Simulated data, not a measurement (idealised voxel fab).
Proc. module: voxel double patterning
Shown is cross-section cut, with a width of 245 nm and square cells of size 5 nm.
For the purposes of this document, a cross-section shall be understood as a grid of square cells, specified as bands listed in top-to-bottom order, each band consisting of one or more rows of cells.
Look at the band entry: it leads with the top's height and the bottom's height in nm. Then it lists the materials left to right, with a width in nm for each. The word "everywhere" on a single material says that material fills the band edge to edge. The word "empty" is empty space.
Heights are measured from 0, the level below which the as-received wafer is all one material; the lowest band has no bottom and continues downward, written as in "0 and below".
The width entry "30->40" should be interpreted row by row: the top row of cells in the band takes the first number, the bottom row takes the second number, and the change between adjacent rows is uniform throughout.
Step note "no alterations made" = no cross-section cell changed.
Look at "Enclosed internal cavities" for the closed voids: empty spaces with no open path to the top, sized 8 cells or up. Each is width x height at distance, distance from the left edge, all nm.
Text after the settings on a step's line: the simulator's own remark on that step.
A step's line can hold "overlay nm"; with a mask on that step, the setting says how far right of the planned place the mask lay, while a negative setting says it lay to the left.

[Here's what the planned process steps look like]
1: RECEIVE with material Si
2: CONFORMAL_DEP with material SiN, thk nm 10
3: DIRECTIONAL_DEP with material SiO2, thk nm 15
4: DIRECTIONAL_DEP with material SiCN, thk nm 10
5: MASKED_ETCH with tone open, mask id FIRST, width nm 15, pitch nm 50, etch materials SiCN, depth nm 10, overlay nm 0
6: DIRECTIONAL_DEP with material aC, thk nm 10
7: PATTERN with tone open, mask id SECOND, material resist, width nm 15, pitch nm 50, thk nm 30, overlay nm 0
8: DIRECTIONAL_ETCH with etch materials aC, depth nm 10
9: STRIP with etch materials resist
10: DIRECTIONAL_ETCH with etch materials SiCN, depth nm 10
11: STRIP with etch materials aC
12: DIRECTIONAL_ETCH with etch materials SiO2, depth nm 15
13: STRIP with etch materials SiCN

[Cross-section of the wafer at receipt, which is the condition after step 1]
- 0 and below | Si everywhere
- Enclosed internal cavities: none

[Post-module cross-section of the first of two wafers (run per plan)]
- 25 down to 10 | 65 of SiO2  15 of empty  10 of SiO2  15 of empty  10 of SiO2  15 of empty  10 of SiO2  15 of empty  10 of SiO2  15 of empty  65 of SiO2
- 10 down to 0 | SiN everywhere
- 0 and below | Si everywhere
- Enclosed internal cavities: none

[Cross-sectional view: second of two wafers, end of module; start and plan identical to the first, one mistake in running]
- 15 down to 0 | 65 of SiO2  15 of empty  10 of SiO2  15 of empty  10 of SiO2  15 of empty  10 of SiO2  15 of empty  10 of SiO2  15 of empty  65 of SiO2
- 0 and below | Si everywhere
- Enclosed internal cavities: none
what went wrong: plan step 2 never ran because it was skipped
End of process, cell counts, second wafer against first, materials with more or fewer: -98 SiN
